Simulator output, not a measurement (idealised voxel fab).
The process module presented herein is designated voxel ribs on slabs.
FYI the section here is cut, 170 nm wide, cells are 5 nm squares.
How to read a cross-section here: the picture is a grid of square cells, written as bands going from the top down, and any band can span one or more rows of cells.
A band entry consists of two parts. The first gives the height of the band's top and the height of its bottom, in nm. The rest lists the band's materials from left to right, each with its width in nm. A single material labelled with the word "all across" fills the band from edge to edge, and the word "blank" marks empty space.
Where do heights start? At 0: under that level the wafer as delivered is made of one material only. And the lowest band has no floor; it just carries on downward, as in "0 -> down".
A width such as "30..40" changes by the same amount from each row of cells to the next, from the band's top row to its bottom row.
Reading "nothing altered" for a step: not a cell of the cross-section changed in it.
Empty spaces counting at least 8 cells and having no open way to the top are listed in "Sealed cavities". The notation width x height at distance is used for each, the distance being from the left edge and all three values in nm.
Whatever follows a step's settings on its line is a remark the simulator itself makes about that step.
"overlay nm", when on a step's line for a step with a mask, measures how far to the right of its planned place the mask lay; a negative measure means to the left.
Process steps - plan:
1 RECEIVE [material Si]
2 DIRECTIONAL_DEP [material SiO2] [thk nm 25]
3 DIRECTIONAL_DEP [material SiN] [thk nm 20]
4 MASKED_ETCH [tone cover] [mask id RIB] [width nm 20] [etch materials SiN] [depth nm 15] [overlay nm 0]
5 PATTERN [tone cover] [mask id SLAB] [material resist] [width nm 60] [thk nm 15] [overlay nm 0]
6 DIRECTIONAL_ETCH [etch materials SiN] [depth nm 5]
7 STRIP [etch materials resist]
8 FILL_DEP [material SiO2] [thk nm 25]
9 CMP [height nm 60]
10 DIRECTIONAL_DEP [material TiN] [thk nm 5]
11 PATTERN [tone cover] [mask id HEATER] [material resist] [width nm 20] [thk nm 15] [overlay nm 0]
12 DIRECTIONAL_ETCH [etch materials TiN] [depth nm 5]
13 STRIP [etch materials resist]
14 CONFORMAL_DEP [material SiN] [thk nm 10]
The wafers in this document start out alike and differ in the width nm applied at step 11; the plan shows the value used for the first wafer.
First of several wafers, received after step 1, in cross-section:
0 -> down  Si all across
Sealed cavities: none
each wafer at the end: cells of each material gained (+) or lost (-) since it was received, then its closed voids:
width nm 20 | +96 SiN | +384 SiO2 | +4 TiN | Sealed cavities: none
width nm 25 | +96 SiN | +384 SiO2 | +5 TiN | Sealed cavities: none
width nm 30 | +96 SiN | +384 SiO2 | +6 TiN | Sealed cavities: none
width nm 35 | +96 SiN | +384 SiO2 | +7 TiN | Sealed cavities: none
width nm 40 | +96 SiN | +384 SiO2 | +8 TiN | Sealed cavities: none
width nm 45 | +96 SiN | +384 SiO2 | +9 TiN | Sealed cavities: none
